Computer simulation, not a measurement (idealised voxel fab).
Proc. module: voxel self aligned vias
cross-section cut | 255 nm wide | cells 5 nm
When this document writes out a cross-section, it uses a grid of square cells and lists it as bands, beginning at the top and moving down, with a band standing for one or more rows of cells. Look at the band entry: it leads with the top's height and the bottom's height in nm. Then it lists the materials left to right, with a width in nm for each. The word "full width" on a single material says that material fills the band edge to edge. The word "air" is empty space. The reference from which all heights are counted is 0, the level beneath which the as-received wafer is entirely one material; the lowest band, having no lower bound, proceeds downward and is written after the example "top 0, no bottom". So if you see something like "30..40" for the width, read it as the top row of the band sitting at the first number and the bottom row at the second, with every row in between moving by the same amount as the last. Take "remained the same" at face value: in the step it is given for, the cross-section changed in none of its cells. "Sealed internal voids" contains a list of empty spaces, each no smaller than 8 cells and without an open way to the top, written in the form width x height at distance with the distance from the left edge and all three in nm. What comes after the settings on a step's line is commentary from the simulator itself on that step. "overlay nm" on a masked step: distance the mask lay right of its planned place, negative for left.

# List of planned process steps
| 1 | RECEIVE (material Si) |
| 2 | CONFORMAL_DEP (material SiO2; thk nm 15) |
| 3 | CONFORMAL_DEP (material SiCN; thk nm 5) |
| 4 | DIRECTIONAL_DEP (material SiO2; thk nm 30) |
| 5 | MASKED_ETCH (tone open; mask id LINES; width nm 25; pitch nm 65; etch materials SiO2; depth nm 30; overlay nm 0) |
| 6 | CONFORMAL_DEP (material TiN; thk nm 5) |
| 7 | FILL_DEP (material W; thk nm 5) |
| 8 | CMP (height nm 50) |
| 9 | SELECTIVE_ETCH (etch materials W Ru TiN; depth nm 5) |
| 10 | FILL_DEP (material SiN; thk nm 10) |
| 11 | CMP (height nm 50) |
| 12 | DIRECTIONAL_DEP (material SiO2; thk nm 20) |
| 13 | MASKED_ETCH (tone open; mask id VIAS; width nm 45; pitch nm 65; etch materials SiO2; depth nm 20; overlay nm 0) |
| 14 | MASKED_ETCH (tone open; mask id VIAS; width nm 45; pitch nm 65; etch materials SiN; depth nm 5; overlay nm 0) |
| 15 | CONFORMAL_DEP (material TiN; thk nm 5) |
| 16 | FILL_DEP (material Cu; thk nm 5) |
| 17 | CMP (height nm 70) |
| 18 | CONFORMAL_DEP (material SiCN; thk nm 5) |

# Cross-sectional view of the wafer in its as-received condition, corresponding to the state after step 1
  top 0, no bottom  Si full width
  Sealed internal voids: none

# Final cross-section, module run with one mistake (start and plan as above)
  top 75, bottom 70  SiCN full width
  top 70, bottom 55  35 Cu | 5 TiN | 45 SiO2 | 5 TiN | 10 Cu | 5 TiN | 45 SiO2 | 5 TiN | 10 Cu | 5 TiN | 45 SiO2 | 5 TiN | 35 Cu
  top 55, bottom 50  40 TiN | 45 SiO2 | 20 TiN | 45 SiO2 | 20 TiN | 45 SiO2 | 40 TiN
  top 50, bottom 45  50 SiO2 | 25 SiN | 40 SiO2 | 25 SiN | 40 SiO2 | 25 SiN | 50 SiO2
  top 45, bottom 25  50 SiO2 | 5 TiN | 15 W | 5 TiN | 40 SiO2 | 5 TiN | 15 W | 5 TiN | 40 SiO2 | 5 TiN | 15 W | 5 TiN | 50 SiO2
  top 25, bottom 20  50 SiO2 | 25 TiN | 40 SiO2 | 25 TiN | 40 SiO2 | 25 TiN | 50 SiO2
  top 20, bottom 15  SiCN full width
  top 15, bottom 0  SiO2 full width
  top 0, no bottom  Si full width
  Sealed internal voids: none
Nonconformance to the process plan: step 13 changed vs plan, executed as MASKED_ETCH (tone cover; mask id VIAS; width nm 45; pitch nm 65; etch materials SiO2; depth nm 20; overlay nm 0)
